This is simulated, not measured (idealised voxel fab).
The following process module bears the name voxel released beams.
We display cut, a cross-section 245 nm in width whose square cells are each 5 nm.
Cross-section layout: square cells on a grid; listed as bands, top to bottom; a band spans one or more cell rows. Each band's line starts with the height of the band's top and of its bottom, in nm. Then come its materials from left to right, each with its width in nm. One material with "edge to edge" fills the band from edge to edge. "air" is empty space. Convention: height 0 is the level below which the wafer, as received, is all one material. The lowest band does not terminate at the bottom but continues downward, represented as "0..down". Width "30..40": first value at the band's top row of cells, second value at its bottom row, equal change from row to row. The cross-section has no changed cell in any step marked "same as before". Closed void register: empty space of 8 cells or more with no open way to the top, each as width x height at its distance from the left edge, in nm. On each step's line, the part that comes after the settings is the simulator's own comment on the step. A step's line can hold "overlay nm"; with a mask on that step, the setting says how far right of the planned place the mask lay, while a negative setting says it lay to the left.
**Listed below are the process steps as planned**
1. RECEIVE (material Si)
2. CONFORMAL_DEP (material SiN; thk nm 5)
3. DIRECTIONAL_DEP (material SiO2; thk nm 10)
4. DIRECTIONAL_DEP (material aC; thk nm 15)
5. PATTERN (tone open; mask id ANCHOR; material resist; width nm 35; thk nm 35; overlay nm 0)
6. DIRECTIONAL_ETCH (etch materials aC; depth nm 15)
7. STRIP (etch materials resist)
8. DIRECTIONAL_ETCH (etch materials SiO2; depth nm 10)
9. STRIP (etch materials aC)
10. CONFORMAL_DEP (material polySi; thk nm 15)
11. PATTERN (tone cover; mask id BEAM; material resist; width nm 110; thk nm 15; overlay nm 0)
12. DIRECTIONAL_ETCH (etch materials polySi; depth nm 15)
13. STRIP (etch materials resist)
14. STRIP (etch materials SiO2)
**This is the cross-section of the wafer as we received it, i.e. after step 1**
  0..down: Si edge to edge
  Closed void register: none
**This is how the wafer looks in cross-section once the module is done, given the starting state and plan above and one mistake in carrying the plan out**
  30..20: air: 70, then polySi: 15, then air: 5, then polySi: 80, then air: 75
  20..15: air: 70, then polySi: 100, then air: 75
  15..5: air: 70, then polySi: 35, then air: 140
  5..0: SiN edge to edge
  0..down: Si edge to edge
  Closed void register: none
What was done differently from what was planned? contrary to plan, step 11 was performed as PATTERN (tone cover; mask id BEAM; material resist; width nm 100; thk nm 15; overlay nm 0)
